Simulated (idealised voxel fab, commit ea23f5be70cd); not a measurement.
This section sets out a process module, namely voxel trench capacitor.
Square cell edge 5 nm, section width 290 nm, ID cut.
Heads up, the way a cross-section reads in here is a grid of square cells, handed over as bands from the top down, with every band being one or more rows of cells.
The band entry comprises the height of the band's top followed by the height of its bottom, expressed in nm, and subsequently the band's materials from left to right, each stated together with its width in nm. Where a single material is marked with the word "edge to edge", that material fills the band from edge to edge. The word "air" represents empty space.
The reference from which all heights are counted is 0, the level beneath which the as-received wafer is entirely one material; the lowest band, having no lower bound, proceeds downward and is written after the example "0 and below".
Width spec "30..40" -> top row of cells at first value, bottom row at second value, equal per-row change in between.
"everything unchanged" (step): cross-section cells unchanged, all of them.
Reported under the label "Catalogued sealed voids" are the empty spaces having no open way to the top and comprising 8 cells or more; the notation for each is width x height at distance, in which the distance is measured from the left edge and all three values are in nm.
Note: text after step settings on the step line = simulator remark on that step.
"overlay nm" on a masked step: distance the mask lay right of its planned place, negative for left.
## Process steps - plan
1: RECEIVE (material Si)
2: CONFORMAL_DEP (material SiN; thk nm 5)
3: DIRECTIONAL_DEP (material aC; thk nm 10)
4: PATTERN (tone open; mask id TRENCH; material resist; width nm 30; pitch nm 55; thk nm 25; overlay nm 0)
5: DIRECTIONAL_ETCH (etch materials aC; depth nm 10)
6: STRIP (etch materials resist)
7: DIRECTIONAL_ETCH (etch materials SiN; depth nm 5)
8: DIRECTIONAL_ETCH (etch materials Si; depth nm 40)
9: STRIP (etch materials aC)
10: CONFORMAL_DEP (material HfO2; thk nm 5)
11: CONFORMAL_DEP (material TiN; thk nm 5)
12: FILL_DEP (material W; thk nm 5)
13: CMP (height nm 5)
## The first of the two wafers, which ran as planned
## Wafer cross-section on receipt, i.e. after step 1
* 0 and below: Si edge to edge
* Catalogued sealed voids: none
## Presented here is a cross-section of the wafer after step 2 has been performed
* 5 down to 0: SiN edge to edge
* Everything under 0 stays put, no change at all.
## Presented here is a cross-section of the wafer after step 3 has been performed
* 15 down to 5: aC edge to edge
* Everything under 5 stays put, no change at all.
## Presented here is a cross-section of the wafer after step 4 has been performed
* 40 down to 15: resist: 45; air: 30; resist: 25; air: 30; resist: 25; air: 30; resist: 25; air: 30; resist: 50
* Everything under 15 stays put, no change at all.
## Presented here is a cross-section of the wafer after step 5 has been performed
* 30 down to 15: resist: 45; air: 30; resist: 25; air: 30; resist: 25; air: 30; resist: 25; air: 30; resist: 50
* 15 down to 5: aC: 45; air: 30; aC: 25; air: 30; aC: 25; air: 30; aC: 25; air: 30; aC: 50
* Everything under 5 stays put, no change at all.
## Presented here is a cross-section of the wafer after step 6 has been performed
* 15 down to 5: aC: 45; air: 30; aC: 25; air: 30; aC: 25; air: 30; aC: 25; air: 30; aC: 50
* Everything under 5 stays put, no change at all.
## Presented here is a cross-section of the wafer after step 7 has been performed
* 15 down to 5: aC: 45; air: 30; aC: 25; air: 30; aC: 25; air: 30; aC: 25; air: 30; aC: 50
* 5 down to 0: SiN: 45; air: 30; SiN: 25; air: 30; SiN: 25; air: 30; SiN: 25; air: 30; SiN: 50
* Everything under 0 stays put, no change at all.
## Presented here is a cross-section of the wafer after step 8 has been performed
* 15 down to 5: aC: 45; air: 30; aC: 25; air: 30; aC: 25; air: 30; aC: 25; air: 30; aC: 50
* 5 down to 0: SiN: 45; air: 30; SiN: 25; air: 30; SiN: 25; air: 30; SiN: 25; air: 30; SiN: 50
* 0 down to -40: Si: 45; air: 30; Si: 25; air: 30; Si: 25; air: 30; Si: 25; air: 30; Si: 50
* Everything under -40 stays put, no change at all.
## Presented here is a cross-section of the wafer after step 9 has been performed
* 5 down to 0: SiN: 45; air: 30; SiN: 25; air: 30; SiN: 25; air: 30; SiN: 25; air: 30; SiN: 50
* Everything under 0 stays put, no change at all.
## Presented here is a cross-section of the wafer after step 10 has been performed
* 10 down to 5: HfO2: 50; air: 20; HfO2: 35; air: 20; HfO2: 35; air: 20; HfO2: 35; air: 20; HfO2: 55
* 5 down to 0: SiN: 45; HfO2: 5; air: 20; HfO2: 5; SiN: 25; HfO2: 5; air: 20; HfO2: 5; SiN: 25; HfO2: 5; air: 20; HfO2: 5; SiN: 25; HfO2: 5; air: 20; HfO2: 5; SiN: 50
* 0 down to -35: Si: 45; HfO2: 5; air: 20; HfO2: 5; Si: 25; HfO2: 5; air: 20; HfO2: 5; Si: 25; HfO2: 5; air: 20; HfO2: 5; Si: 25; HfO2: 5; air: 20; HfO2: 5; Si: 50
* -35 down to -40: Si: 45; HfO2: 30; Si: 25; HfO2: 30; Si: 25; HfO2: 30; Si: 25; HfO2: 30; Si: 50
* Everything under -40 stays put, no change at all.
## Presented here is a cross-section of the wafer after step 11 has been performed
* 15 down to 10: TiN: 55; air: 10; TiN: 45; air: 10; TiN: 45; air: 10; TiN: 45; air: 10; TiN: 60
* 10 down to 5: HfO2: 50; TiN: 5; air: 10; TiN: 5; HfO2: 35; TiN: 5; air: 10; TiN: 5; HfO2: 35; TiN: 5; air: 10; TiN: 5; HfO2: 35; TiN: 5; air: 10; TiN: 5; HfO2: 55
* 5 down to 0: SiN: 45; HfO2: 5; TiN: 5; air: 10; TiN: 5; HfO2: 5; SiN: 25; HfO2: 5; TiN: 5; air: 10; TiN: 5; HfO2: 5; SiN: 25; HfO2: 5; TiN: 5; air: 10; TiN: 5; HfO2: 5; SiN: 25; HfO2: 5; TiN: 5; air: 10; TiN: 5; HfO2: 5; SiN: 50
* 0 down to -30: Si: 45; HfO2: 5; TiN: 5; air: 10; TiN: 5; HfO2: 5; Si: 25; HfO2: 5; TiN: 5; air: 10; TiN: 5; HfO2: 5; Si: 25; HfO2: 5; TiN: 5; air: 10; TiN: 5; HfO2: 5; Si: 25; HfO2: 5; TiN: 5; air: 10; TiN: 5; HfO2: 5; Si: 50
* -30 down to -35: Si: 45; HfO2: 5; TiN: 20; HfO2: 5; Si: 25; HfO2: 5; TiN: 20; HfO2: 5; Si: 25; HfO2: 5; TiN: 20; HfO2: 5; Si: 25; HfO2: 5; TiN: 20; HfO2: 5; Si: 50
* Everything under -35 stays put, no change at all.
## Presented here is a cross-section of the wafer after step 12 has been performed
* 20 down to 15: W edge to edge
* 15 down to 10: TiN: 55; W: 10; TiN: 45; W: 10; TiN: 45; W: 10; TiN: 45; W: 10; TiN: 60
* 10 down to 5: HfO2: 50; TiN: 5; W: 10; TiN: 5; HfO2: 35; TiN: 5; W: 10; TiN: 5; HfO2: 35; TiN: 5; W: 10; TiN: 5; HfO2: 35; TiN: 5; W: 10; TiN: 5; HfO2: 55
* 5 down to 0: SiN: 45; HfO2: 5; TiN: 5; W: 10; TiN: 5; HfO2: 5; SiN: 25; HfO2: 5; TiN: 5; W: 10; TiN: 5; HfO2: 5; SiN: 25; HfO2: 5; TiN: 5; W: 10; TiN: 5; HfO2: 5; SiN: 25; HfO2: 5; TiN: 5; W: 10; TiN: 5; HfO2: 5; SiN: 50
* 0 down to -30: Si: 45; HfO2: 5; TiN: 5; W: 10; TiN: 5; HfO2: 5; Si: 25; HfO2: 5; TiN: 5; W: 10; TiN: 5; HfO2: 5; Si: 25; HfO2: 5; TiN: 5; W: 10; TiN: 5; HfO2: 5; Si: 25; HfO2: 5; TiN: 5; W: 10; TiN: 5; HfO2: 5; Si: 50
* Everything under -30 stays put, no change at all.
## Presented here is a cross-section of the wafer after step 13 has been performed
* 5 down to 0: SiN: 45; HfO2: 5; TiN: 5; W: 10; TiN: 5; HfO2: 5; SiN: 25; HfO2: 5; TiN: 5; W: 10; TiN: 5; HfO2: 5; SiN: 25; HfO2: 5; TiN: 5; W: 10; TiN: 5; HfO2: 5; SiN: 25; HfO2: 5; TiN: 5; W: 10; TiN: 5; HfO2: 5; SiN: 50
* Everything under 0 stays put, no change at all.
## Second wafer: same start and same plan as the first, one execution error; identical to the first through step 12
## Cross-sectional representation of the second wafer at the time designated in the plan for the completion of step 13
* 0 down to -30: Si: 45; HfO2: 5; TiN: 5; W: 10; TiN: 5; HfO2: 5; Si: 25; HfO2: 5; TiN: 5; W: 10; TiN: 5; HfO2: 5; Si: 25; HfO2: 5; TiN: 5; W: 10; TiN: 5; HfO2: 5; Si: 25; HfO2: 5; TiN: 5; W: 10; TiN: 5; HfO2: 5; Si: 50
* Everything under -30 stays put, no change at all.
Want to know what went wrong? in deviation from the planned setting, step 13 was conducted as CMP (height nm 0)
Heads up, by the end the second wafer has more or fewer cells of some materials compared to the first: HfO2 -8; SiN -34; TiN -8; W -8
